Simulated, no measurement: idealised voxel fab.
Process module heading - voxel wiring stack
The width of the displayed cross-section, cut, is 205 nm; its cells are square, with a size of 5 nm.
Cross-section layout: square cells on a grid; listed as bands, top to bottom; a band spans one or more cell rows.
Within each band entry, the heights of the top and of the bottom of the band appear first, in that order and in nm; the materials of the band then follow from left to right, each with its corresponding width in nm. The designation "everywhere" on a single material indicates that it fills the band from edge to edge; the designation "empty" indicates empty space.
Convention: height 0 is the level below which the wafer, as received, is all one material. The lowest band does not terminate at the bottom but continues downward, represented as "z 0 and below".
Read "30 to 40" as a graded width: first number on top, second number at the bottom, same change between each pair of neighbouring rows.
The designation "nothing got changed", where it is given for a processing step, indicates that no cell of the cross-section was altered in the course of that step.
Voids not open to the top, 8 cells minimum: see "Sealed voids". Written width x height at distance; distance is from the left edge; nm.
On each step's line, the part that comes after the settings is the simulator's own comment on the step.
If you see "overlay nm" on a step's line and that step has a mask, it's telling you how far right of where it was planned the mask ended up; a negative number means it went left instead.

# Process steps - plan
1,op RECEIVE | material Si
2,op CONFORMAL_DEP | material SiO2 | thk nm 10
3,op DIRECTIONAL_DEP | material TiN | thk nm 5
4,op DIRECTIONAL_DEP | material Ru | thk nm 15
5,op MASKED_ETCH | tone cover | mask id METAL_1 | width nm 25 | pitch nm 45 | etch materials Ru | depth nm 15 | overlay nm 0
6,op MASKED_ETCH | tone cover | mask id METAL_1 | width nm 25 | pitch nm 45 | etch materials TiN | depth nm 5 | overlay nm 0
7,op FILL_DEP | material lowk | thk nm 5
8,op CMP | height nm 30
9,op CONFORMAL_DEP | material SiCN | thk nm 5
10,op DIRECTIONAL_DEP | material lowk | thk nm 35
11,op DIRECTIONAL_DEP | material aC | thk nm 15
12,op PATTERN | tone open | mask id METAL_2_HOLES | material resist | width nm 15 | pitch nm 45 | thk nm 30 | overlay nm 0
13,op DIRECTIONAL_ETCH | etch materials aC | depth nm 15
14,op STRIP | etch materials resist
15,op DIRECTIONAL_ETCH | etch materials lowk | depth nm 35
16,op STRIP | etch materials aC
17,op PATTERN | tone open | mask id METAL_2 | material resist | width nm 25 | pitch nm 45 | thk nm 20 | overlay nm 0
18,op DIRECTIONAL_ETCH | etch materials lowk | depth nm 20
19,op DIRECTIONAL_ETCH | etch materials SiCN | depth nm 5
20,op STRIP | etch materials resist
21,op CONFORMAL_DEP | material TiN | thk nm 5
22,op FILL_DEP | material Cu | thk nm 5
23,op CMP | height nm 70
24,op CONFORMAL_DEP | material SiCN | thk nm 5
25,op DIRECTIONAL_DEP | material lowk | thk nm 20
26,op PATTERN | tone open | mask id PLUG_2 | material resist | width nm 15 | pitch nm 90 | thk nm 15 | overlay nm 0
27,op DIRECTIONAL_ETCH | etch materials lowk | depth nm 20
28,op DIRECTIONAL_ETCH | etch materials SiCN | depth nm 5
29,op STRIP | etch materials resist
30,op CONFORMAL_DEP | material TiN | thk nm 5
31,op FILL_DEP | material W | thk nm 10
32,op CMP | height nm 95
33,op DIRECTIONAL_DEP | material TiN | thk nm 5
34,op DIRECTIONAL_DEP | material W | thk nm 15
35,op MASKED_ETCH | tone cover | mask id METAL_3 | width nm 25 | pitch nm 45 | etch materials W | depth nm 15 | overlay nm 0
36,op MASKED_ETCH | tone cover | mask id METAL_3 | width nm 25 | pitch nm 45 | etch materials TiN | depth nm 5 | overlay nm 0
37,op CONFORMAL_DEP | material SiN | thk nm 5
38,op FILL_DEP | material SiO2 | thk nm 5
39,op CMP | height nm 115
40,op CONFORMAL_DEP | material SiCN | thk nm 5
The width nm used in step 12 is not the same on every wafer, whereas the starting condition is; the value printed in the plan is the first wafer's.

# As-received state after step 1, first of several wafers, cross-section
  z 0 and below: Si everywhere
  Sealed voids: none

# Take any row and you have a wafer at the end of the module: how many cells of each material it has gained (+) or lost (-) since it was received, and then its closed voids
width nm 15; +52 Cu; +60 Ru; +105 SiCN; +45 SiN; +121 SiO2; +138 TiN; +68 W; +395 lowk; Sealed voids: none
width nm 20; +68 Cu; +60 Ru; +101 SiCN; +45 SiN; +121 SiO2; +138 TiN; +68 W; +383 lowk; Sealed voids: none
width nm 25; +92 Cu; +60 Ru; +101 SiCN; +45 SiN; +121 SiO2; +142 TiN; +68 W; +355 lowk; Sealed voids: none
width nm 30; +108 Cu; +60 Ru; +97 SiCN; +45 SiN; +121 SiO2; +142 TiN; +68 W; +343 lowk; Sealed voids: none
